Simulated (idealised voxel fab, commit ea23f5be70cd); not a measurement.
process module | voxel double patterning
cross-section cut | 260 nm wide | cells 5 nm
A cross-section is a grid of square cells, given in bands from the top down. A band is one or more rows of cells.
Each band's line starts with the height of the band's top and of its bottom, in nm. Then come its materials from left to right, each with its width in nm. One material with "throughout" fills the band from edge to edge. "air" is empty space.
Height 0 is the level under which the wafer as received is all one material. The lowest band goes on downwards, as in "0 down".
A width such as "30 to 40" changes by the same amount from each row of cells to the next, from the band's top row to its bottom row.
"no change" after a step means that no cell of the cross-section changed.
closed voids: empty space of 8 cells or more with no open way to the top, each as width x height at its distance from the left edge, in nm
after a step's settings: what the simulator itself notes on the step
overlay nm, on a step with a mask: how far to the right of its planned place the mask lay; to the left if negative
plan
1 op RECEIVE | material Si
2 op CONFORMAL_DEP | material SiO2 | thk nm 10
3 op DIRECTIONAL_DEP | material TiN | thk nm 15
4 op DIRECTIONAL_DEP | material SiCN | thk nm 5
5 op MASKED_ETCH | tone open | mask id FIRST | width nm 15 | pitch nm 50 | etch materials SiCN | depth nm 5 | overlay nm 0
6 op DIRECTIONAL_DEP | material aC | thk nm 15
7 op PATTERN | tone open | mask id SECOND | material resist | width nm 15 | pitch nm 50 | thk nm 35 | overlay nm 0
8 op DIRECTIONAL_ETCH | etch materials aC | depth nm 15
9 op STRIP | etch materials resist
10 op DIRECTIONAL_ETCH | etch materials SiCN | depth nm 5
11 op STRIP | etch materials aC
12 op DIRECTIONAL_ETCH | etch materials TiN | depth nm 15
13 op STRIP | etch materials SiCN
as received, after step 1
  0 down: Si throughout
  closed voids: none
first wafer at the end, as planned
  25 to 10: TiN 70 | air 15 | TiN 10 | air 15 | TiN 10 | air 15 | TiN 10 | air 15 | TiN 10 | air 15 | TiN 75
  10 to 0: SiO2 throughout
  0 down: Si throughout
  closed voids: none
second wafer at the end: like start, like plan, one mistake
  25 to 15: SiO2 throughout
  15 to 0: TiN throughout
  0 down: Si throughout
  closed voids: none
what went wrong: steps 2 and 3 were swapped
at the end the second wafer has, in cells: 45 more of TiN
